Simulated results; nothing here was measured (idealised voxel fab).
Proc. module: voxel local oxidation
It is cross-section cut that appears here, measuring 265 nm in width, its square cells being 5 nm in size.
Notation: cross-section as square-cell grid; stated in bands, top first, going down; one or more cell rows per band.
The band entry comprises the height of the band's top followed by the height of its bottom, expressed in nm, and subsequently the band's materials from left to right, each stated together with its width in nm. Where a single material is marked with the word "full width", that material fills the band from edge to edge. The word "blank" represents empty space.
The level at which height equals 0 is the one under which the wafer, as it arrives, is entirely one material. No lower edge exists for the bottom band, which continues downward and is notated as in "from 0 down".
You'd read "30->40" like this: the band's top row of cells is as wide as the first number, its bottom row is as wide as the second, and going down, every row changes width by the same amount as the row before did.
"nothing altered" means the step left every cell of the cross-section as it was.
Entry "Completely sealed voids" = empty spaces >= 8 cells with no open way to the top; each as width x height at distance, distance from left edge, all nm.
Heads up: the bit after the settings on a step's line is the simulator's remark on that step.
You can add "overlay nm" to a step's line. For a step with a mask, it describes how far the mask lay to the right of its planned position, and a negative number describes a lay to the left.
The remainder of this document consists of a sequence of paired cross-sections. Each pair presents the cross-section prior to one process step together with the cross-section following it, the latter being rendered only as deep as the lowest band that underwent change. The intervening step, together with its settings, is stated beneath each pair. Because the pairs may originate from different runs of this module on the same starting wafer, a given pair is to be read as continuing from the preceding pair only where its entry headed "Pre-processing view" so indicates.
Pre-processing view:
> from 0 down: Si full width
> Completely sealed voids: none
after:
> from 5 to 0: SiO2 full width
> Unchanged below 0.
> Completely sealed voids: none
The transition between the preceding cross-sections is accomplished by CONFORMAL_DEP (material SiO2; thk nm 5)
Pre-processing view: just use the after drawing of the pair above as your starting point.
after:
> from 20 to 5: SiN full width
> Unchanged below 5.
> Completely sealed voids: none
The transition between the preceding cross-sections is accomplished by CONFORMAL_DEP (material SiN; thk nm 15)
Pre-processing view: just use the after drawing of the pair above as your starting point.
after:
> from 20 to 5: 25 blank, then 95 SiN, then 25 blank, then 95 SiN, then 25 blank
> Unchanged below 5.
> Completely sealed voids: none
The transition between the preceding cross-sections is accomplished by MASKED_ETCH (tone cover; mask id ACTIVE; width nm 95; pitch nm 120; etch materials SiN; depth nm 15; overlay nm 0)
Pre-processing view: just use the after drawing of the pair above as your starting point.
after:
> from 20 to 5: 25 blank, then 95 SiN, then 25 blank, then 95 SiN, then 25 blank
> from 5 to 0: 30 blank, then 85 SiO2, then 35 blank, then 85 SiO2, then 30 blank
> Unchanged below 0.
> Completely sealed voids: none
The transition between the preceding cross-sections is accomplished by SELECTIVE_ETCH (etch materials SiO2; depth nm 5)
Pre-processing view: just use the after drawing of the pair above as your starting point.
after:
> from 20 to 5: 25 blank, then 95 SiN, then 25 blank, then 95 SiN, then 25 blank
> from 5 to 0: 30 blank, then 85 SiO2, then 35 blank, then 85 SiO2, then 30 blank
> from 0 to -10: 40 SiO2, then 65 Si, then 55 SiO2, then 65 Si, then 40 SiO2
> Unchanged below -10.
> Completely sealed voids: none
The transition between the preceding cross-sections is accomplished by OXIDIZE (depth nm 10)
Pre-processing view: just use the after drawing of the pair above as your starting point.
after:
> from 5 to 0: 30 blank, then 85 SiO2, then 35 blank, then 85 SiO2, then 30 blank
> Unchanged below 0.
> Completely sealed voids: none
The transition between the preceding cross-sections is accomplished by STRIP (etch materials SiN)
Pre-processing view:
> from 5 to 0: SiO2 full width
> from 0 down: Si full width
> Completely sealed voids: none
after:
> from 0 down: Si full width
> Completely sealed voids: none
The transition between the preceding cross-sections is accomplished by SELECTIVE_ETCH (etch materials SiO2; depth nm 5)
Pre-processing view: just use the after drawing of the pair above as your starting point.
after:
> from 0 to -10: SiO2 full width
> Unchanged below -10.
> Completely sealed voids: none
The transition between the preceding cross-sections is accomplished by OXIDIZE (depth nm 10)
Pre-processing view:
> from 20 to 5: 25 blank, then 95 SiN, then 25 blank, then 95 SiN, then 25 blank
> from 5 to 0: 30 blank, then 85 SiO2, then 35 blank, then 85 SiO2, then 30 blank
> from 0 down: Si full width
> Completely sealed voids: none
after:
> from 5 to 0: 30 blank, then 85 SiO2, then 35 blank, then 85 SiO2, then 30 blank
> Unchanged below 0.
> Completely sealed voids: none
The transition between the preceding cross-sections is accomplished by STRIP (etch materials SiN)
Pre-processing view: just use the after drawing of the pair above as your starting point.
after:
> from 5 to 0: 30 blank, then 85 SiO2, then 35 blank, then 85 SiO2, then 30 blank
> from 0 to -10: 40 SiO2, then 65 Si, then 55 SiO2, then 65 Si, then 40 SiO2
> Unchanged below -10.
> Completely sealed voids: none
The transition between the preceding cross-sections is accomplished by OXIDIZE (depth nm 10)
Pre-processing view:
> from 20 to 5: 25 blank, then 95 SiN, then 25 blank, then 95 SiN, then 25 blank
> from 5 to 0: 30 blank, then 85 SiO2, then 35 blank, then 85 SiO2, then 30 blank
> from 0 down: Si full width
> Completely sealed voids: none
after:
> from 20 to 5: 25 blank, then 95 SiN, then 25 blank, then 95 SiN, then 25 blank
> from 5 to 0: 30 blank, then 85 SiO2, then 35 blank, then 85 SiO2, then 30 blank
> from 0 to -20: 50 SiO2, then 45 Si, then 75 SiO2, then 45 Si, then 50 SiO2
> Unchanged below -20.
> Completely sealed voids: none
The transition between the preceding cross-sections is accomplished by OXIDIZE (depth nm 20)
Pre-processing view: just use the after drawing of the pair above as your starting point.
after:
> from 5 to 0: 30 blank, then 85 SiO2, then 35 blank, then 85 SiO2, then 30 blank
> Unchanged below 0.
> Completely sealed voids: none
The transition between the preceding cross-sections is accomplished by STRIP (etch materials SiN)
Pre-processing view:
> from 20 to 5: SiN full width
> from 5 to 0: SiO2 full width
> from 0 down: Si full width
> Completely sealed voids: none
after:
> from 20 to 5: 20 blank, then 105 SiN, then 15 blank, then 105 SiN, then 20 blank
> Unchanged below 5.
> Completely sealed voids: none
The transition between the preceding cross-sections is accomplished by MASKED_ETCH (tone cover; mask id ACTIVE; width nm 105; pitch nm 120; etch materials SiN; depth nm 15; overlay nm 0)
Pre-processing view: just use the after drawing of the pair above as your starting point.
after:
> from 20 to 5: 20 blank, then 105 SiN, then 15 blank, then 105 SiN, then 20 blank
> from 5 to 0: 25 blank, then 95 SiO2, then 25 blank, then 95 SiO2, then 25 blank
> Unchanged below 0.
> Completely sealed voids: none
The transition between the preceding cross-sections is accomplished by SELECTIVE_ETCH (etch materials SiO2; depth nm 5)
Pre-processing view: just use the after drawing of the pair above as your starting point.
after:
> from 20 to 5: 20 blank, then 105 SiN, then 15 blank, then 105 SiN, then 20 blank
> from 5 to 0: 25 blank, then 95 SiO2, then 25 blank, then 95 SiO2, then 25 blank
> from 0 to -10: 35 SiO2, then 75 Si, then 45 SiO2, then 75 Si, then 35 SiO2
> Unchanged below -10.
> Completely sealed voids: none
The transition between the preceding cross-sections is accomplished by OXIDIZE (depth nm 10)
Pre-processing view: just use the after drawing of the pair above as your starting point.
after:
> from 5 to 0: 25 blank, then 95 SiO2, then 25 blank, then 95 SiO2, then 25 blank
> Unchanged below 0.
> Completely sealed voids: none
The transition between the preceding cross-sections is accomplished by STRIP (etch materials SiN)
Pre-processing view:
> from 20 to 5: SiN full width
> from 5 to 0: SiO2 full width
> from 0 down: Si full width
> Completely sealed voids: none
after:
> from 20 to 5: 35 blank, then 95 SiN, then 25 blank, then 95 SiN, then 15 blank
> Unchanged below 5.
> Completely sealed voids: none
The transition between the preceding cross-sections is accomplished by MASKED_ETCH (tone cover; mask id ACTIVE; width nm 95; pitch nm 120; etch materials SiN; depth nm 15; overlay nm 10)
Pre-processing view: just use the after drawing of the pair above as your starting point.
after:
> from 20 to 5: 35 blank, then 95 SiN, then 25 blank, then 95 SiN, then 15 blank
> from 5 to 0: 40 blank, then 85 SiO2, then 35 blank, then 85 SiO2, then 20 blank
> Unchanged below 0.
> Completely sealed voids: none
The transition between the preceding cross-sections is accomplished by SELECTIVE_ETCH (etch materials SiO2; depth nm 5)
Pre-processing view: just use the after drawing of the pair above as your starting point.
after:
> from 20 to 5: 35 blank, then 95 SiN, then 25 blank, then 95 SiN, then 15 blank
> from 5 to 0: 40 blank, then 85 SiO2, then 35 blank, then 85 SiO2, then 20 blank
> from 0 to -10: 50 SiO2, then 65 Si, then 55 SiO2, then 65 Si, then 30 SiO2
> Unchanged below -10.
> Completely sealed voids: none
The transition between the preceding cross-sections is accomplished by OXIDIZE (depth nm 10)
Pre-processing view: just use the after drawing of the pair above as your starting point.
after:
> from 5 to 0: 40 blank, then 85 SiO2, then 35 blank, then 85 SiO2, then 20 blank
> Unchanged below 0.
> Completely sealed voids: none
The transition between the preceding cross-sections is accomplished by STRIP (etch materials SiN)
Pre-processing view:
> from 20 to 5: 25 blank, then 95 SiN, then 25 blank, then 95 SiN, then 25 blank
> from 5 to 0: 30 blank, then 85 SiO2, then 35 blank, then 85 SiO2, then 30 blank
> from 0 to -10: 40 SiO2, then 65 Si, then 55 SiO2, then 65 Si, then 40 SiO2
> from -10 down: Si full width
> Completely sealed voids: none
after:
> from 0 to -10: 40 blank, then 65 Si, then 55 blank, then 65 Si, then 40 blank
> Unchanged below -10.
> Completely sealed voids: none
The transition between the preceding cross-sections is accomplished by STRIP (etch materials SiO2)
Pre-processing view:
> from 20 to 5: SiN full width
> from 5 to 0: SiO2 full width
> from 0 down: Si full width
> Completely sealed voids: none
after:
> from 20 to 5: 25 SiN, then 95 blank, then 25 SiN, then 95 blank, then 25 SiN
> Unchanged below 5.
> Completely sealed voids: none
The transition between the preceding cross-sections is accomplished by MASKED_ETCH (tone open; mask id ACTIVE; width nm 95; pitch nm 120; etch materials SiN; depth nm 15; overlay nm 0)
Pre-processing view: just use the after drawing of the pair above as your starting point.
after:
> from 20 to 5: 25 SiN, then 95 blank, then 25 SiN, then 95 blank, then 25 SiN
> from 5 to 0: 20 SiO2, then 105 blank, then 15 SiO2, then 105 blank, then 20 SiO2
> Unchanged below 0.
> Completely sealed voids: none
The transition between the preceding cross-sections is accomplished by SELECTIVE_ETCH (etch materials SiO2; depth nm 5)
Pre-processing view: just use the after drawing of the pair above as your starting point.
after:
> from 20 to 5: 25 SiN, then 95 blank, then 25 SiN, then 95 blank, then 25 SiN
> from 5 to 0: 20 SiO2, then 105 blank, then 15 SiO2, then 105 blank, then 20 SiO2
> from 0 to -10: 10 Si, then 245 SiO2, then 10 Si
> Unchanged below -10.
> Completely sealed voids: none
The transition between the preceding cross-sections is accomplished by OXIDIZE (depth nm 10)
Pre-processing view: just use the after drawing of the pair above as your starting point.
after:
> from 5 to 0: 20 SiO2, then 105 blank, then 15 SiO2, then 105 blank, then 20 SiO2
> Unchanged below 0.
> Completely sealed voids: none
The transition between the preceding cross-sections is accomplished by STRIP (etch materials SiN)
